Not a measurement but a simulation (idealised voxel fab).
process module | voxel quadruple lines
cross-section cut | 290 nm wide | cells 5 nm
A cross-section is a grid of square cells, given in bands from the top down. A band is one or more rows of cells.
Each band's line starts with the height of the band's top and of its bottom, in nm. Then come its materials from left to right, each with its width in nm. One material with "throughout" fills the band from edge to edge. "air" is empty space.
Height 0 is the level under which the wafer as received is all one material. The lowest band goes on downwards, as in "0 down".
A width such as "30 to 40" changes by the same amount from each row of cells to the next, from the band's top row to its bottom row.
"no change" after a step means that no cell of the cross-section changed.
closed voids: empty space of 8 cells or more with no open way to the top, each as width x height at its distance from the left edge, in nm
after a step's settings: what the simulator itself notes on the step
overlay nm, on a step with a mask: how far to the right of its planned place the mask lay; to the left if negative
plan
1 op RECEIVE | material Si
2 op CONFORMAL_DEP | material Al2O3 | thk nm 10
3 op DIRECTIONAL_DEP | material Ru | thk nm 10
4 op DIRECTIONAL_DEP | material polySi | thk nm 20
5 op DIRECTIONAL_DEP | material aC | thk nm 20
6 op PATTERN | tone cover | mask id MANDREL | material resist | width nm 25 | thk nm 25 | overlay nm 0
7 op DIRECTIONAL_ETCH | etch materials aC | depth nm 20
8 op STRIP | etch materials resist
9 op CONFORMAL_DEP | material SiO2 | thk nm 15
10 op DIRECTIONAL_ETCH | etch materials SiO2 | depth nm 15
11 op STRIP | etch materials aC
12 op DIRECTIONAL_ETCH | etch materials polySi | depth nm 20
13 op STRIP | etch materials SiO2
14 op CONFORMAL_DEP | material SiN | thk nm 5
15 op DIRECTIONAL_ETCH | etch materials SiN | depth nm 5
16 op STRIP | etch materials polySi
17 op DIRECTIONAL_ETCH | etch materials Ru | depth nm 10
18 op STRIP | etch materials SiN
as received, after step 1
  0 down: Si throughout
  closed voids: none
first wafer at the end, as planned
  20 to 10: air 110 | Ru 5 | air 15 | Ru 5 | air 15 | Ru 5 | air 15 | Ru 5 | air 115
  10 to 0: Al2O3 throughout
  0 down: Si throughout
  closed voids: none
second wafer at the end: like start, like plan, one mistake
  40 to 20: aC throughout
  20 to 10: Ru throughout
  10 to 0: Al2O3 throughout
  0 down: Si throughout
  closed voids: none
what went wrong: steps 4 and 5 were swapped
at the end the second wafer has, in cells: 108 more of Ru | 232 more of aC
